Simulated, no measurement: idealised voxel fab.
The following process module bears the name voxel transistor to metal.
The figure presents cross-section cut, which has a width of 185 nm and is divided into square cells with an edge length of 5 nm.
We lay out every cross-section as a grid of square cells and spell it out in bands from the top down, where one band means one or more rows of cells. Basically the band line says how high the top is and how high the bottom is, in nm, and then what's in it from left to right, every material with its width in nm. Empty space shows up as "empty", and if a single material carries "throughout" it runs the full band edge to edge. It should be noted that heights are counted from 0, beneath which the wafer as supplied is of one material throughout, and that the lowest band possesses no lower boundary but continues downward, as written in "from 0 down". A width given as "30->40" starts at the first number in the band's top row and ends at the second number in its bottom row, shifting by an equal amount at every step from row to row. Where the words "left unchanged" appear for a step, the cross-section shows no cell changed by that step; every cell remained as before. Voids not open to the top, 8 cells minimum: see "Trapped cavities". Written width x height at distance; distance is from the left edge; nm. Formally, on a step line, whatever follows the settings is a remark that the simulator itself makes on the step. On any step carrying a mask, the "overlay nm" setting, if present on the step's line, tells how far right of its planned place the mask lay; negative values point to the left.
### Process steps (planned)
1. RECEIVE, material Si
2. CONFORMAL_DEP, material SiO2, thk nm 5
3. CONFORMAL_DEP, material SiN, thk nm 10
4. DIRECTIONAL_DEP, material aC, thk nm 10
5. PATTERN, tone cover, mask id ACTIVE, material resist, width nm 100, thk nm 25, overlay nm 0
6. DIRECTIONAL_ETCH, etch materials aC, depth nm 10
7. STRIP, etch materials resist
8. DIRECTIONAL_ETCH, etch materials SiN, depth nm 10
9. DIRECTIONAL_ETCH, etch materials SiO2, depth nm 5
10. DIRECTIONAL_ETCH, etch materials Si, depth nm 25
11. STRIP, etch materials aC
12. OXIDIZE, depth nm 5
13. FILL_DEP, material SiO2, thk nm 5
14. CMP, height nm 15
15. SELECTIVE_ETCH, etch materials SiO2, depth nm 5
16. STRIP, etch materials SiN
17. SELECTIVE_ETCH, etch materials SiO2, depth nm 5
18. OXIDIZE, depth nm 5
19. DIRECTIONAL_DEP, material polySi, thk nm 30
20. DIRECTIONAL_DEP, material SiCN, thk nm 15
21. DIRECTIONAL_DEP, material aC, thk nm 15
22. PATTERN, tone cover, mask id GATE, material resist, width nm 30, thk nm 35, overlay nm 0
23. DIRECTIONAL_ETCH, etch materials aC, depth nm 15
24. STRIP, etch materials resist
25. DIRECTIONAL_ETCH, etch materials SiCN, depth nm 25
26. DIRECTIONAL_ETCH, etch materials polySi, depth nm 40
27. STRIP, etch materials aC
28. CONFORMAL_DEP, material SiN, thk nm 5
29. DIRECTIONAL_ETCH, etch materials SiN, depth nm 5
30. DIRECTIONAL_ETCH, etch materials SiO2, depth nm 5
31. DIRECTIONAL_ETCH, etch materials Si, depth nm 10
32. EPI, material SiGe, thk nm 10
33. FILL_DEP, material SiO2, thk nm 5
34. CMP, height nm 30
35. STRIP, etch materials polySi
36. SELECTIVE_ETCH, etch materials SiO2, depth nm 5
37. CONFORMAL_DEP, material HfO2, thk nm 5
38. CONFORMAL_DEP, material TiN, thk nm 5
39. FILL_DEP, material W, thk nm 5
40. CMP, height nm 25
41. DIRECTIONAL_DEP, material SiO2, thk nm 15
42. PATTERN, tone open, mask id CONTACT, material resist, width nm 15, pitch nm 75, thk nm 20, overlay nm 0
43. DIRECTIONAL_ETCH, etch materials SiO2, depth nm 45
44. STRIP, etch materials resist
45. CONFORMAL_DEP, material TiN, thk nm 5
46. FILL_DEP, material W, thk nm 10
47. CMP, height nm 40
48. CONFORMAL_DEP, material SiCN, thk nm 5
49. DIRECTIONAL_DEP, material lowk, thk nm 15
50. MASKED_ETCH, tone open, mask id METAL_1, width nm 15, pitch nm 75, etch materials lowk, depth nm 15, overlay nm -15
51. MASKED_ETCH, tone open, mask id METAL_1, width nm 15, pitch nm 75, etch materials SiCN, depth nm 5, overlay nm 0
52. CONFORMAL_DEP, material TiN, thk nm 5
53. FILL_DEP, material Cu, thk nm 5
54. CMP, height nm 60
55. CONFORMAL_DEP, material SiCN, thk nm 5
56. DIRECTIONAL_DEP, material lowk, thk nm 35
57. DIRECTIONAL_DEP, material aC, thk nm 10
58. PATTERN, tone open, mask id METAL_2, material resist, width nm 15, pitch nm 75, thk nm 25, overlay nm 0
59. DIRECTIONAL_ETCH, etch materials aC, depth nm 10
60. STRIP, etch materials resist
61. DIRECTIONAL_ETCH, etch materials lowk, depth nm 20
62. STRIP, etch materials aC
63. DIRECTIONAL_DEP, material aC, thk nm 15
64. PATTERN, tone open, mask id METAL_2_HOLES, material resist, width nm 15, pitch nm 75, thk nm 30, overlay nm 0
65. DIRECTIONAL_ETCH, etch materials aC, depth nm 15
66. STRIP, etch materials resist
67. DIRECTIONAL_ETCH, etch materials lowk, depth nm 15
68. DIRECTIONAL_ETCH, etch materials SiCN, depth nm 5
69. STRIP, etch materials aC
70. CONFORMAL_DEP, material TiN, thk nm 5
71. FILL_DEP, material Cu, thk nm 10
72. CMP, height nm 100
73. CONFORMAL_DEP, material SiCN, thk nm 5
Wafer-to-wafer difference: overlay nm, step 50. Common start. Plan = first wafer's value.
### Cross-section of the first incoming wafer of several, state after step 1
* from 0 down = Si throughout
* Trapped cavities: none
### The table below has one row for each wafer; a row shows, as of the end of the module, how many cells of each material the wafer has gained, marked (+), or lost, marked (-), since it was received, and then the wafer's closed voids
overlay nm -15, +18 Cu, +18 HfO2, -152 Si, +105 SiCN, +28 SiGe, +12 SiN, +316 SiO2, +98 TiN, +24 W, +310 lowk, Trapped cavities: none
overlay nm -10, +18 Cu, +18 HfO2, -152 Si, +103 SiCN, +28 SiGe, +12 SiN, +316 SiO2, +100 TiN, +24 W, +310 lowk, Trapped cavities: none
overlay nm -5, +18 Cu, +18 HfO2, -152 Si, +101 SiCN, +28 SiGe, +12 SiN, +316 SiO2, +102 TiN, +24 W, +310 lowk, Trapped cavities: none
overlay nm 0, +20 Cu, +18 HfO2, -152 Si, +99 SiCN, +28 SiGe, +12 SiN, +316 SiO2, +102 TiN, +24 W, +310 lowk, Trapped cavities: none
overlay nm 5, +18 Cu, +18 HfO2, -152 Si, +101 SiCN, +28 SiGe, +12 SiN, +316 SiO2, +102 TiN, +24 W, +310 lowk, Trapped cavities: none
overlay nm 10, +18 Cu, +18 HfO2, -152 Si, +103 SiCN, +28 SiGe, +12 SiN, +316 SiO2, +100 TiN, +24 W, +310 lowk, Trapped cavities: none
overlay nm 15, +18 Cu, +18 HfO2, -152 Si, +105 SiCN, +28 SiGe, +12 SiN, +316 SiO2, +98 TiN, +24 W, +310 lowk, Trapped cavities: none
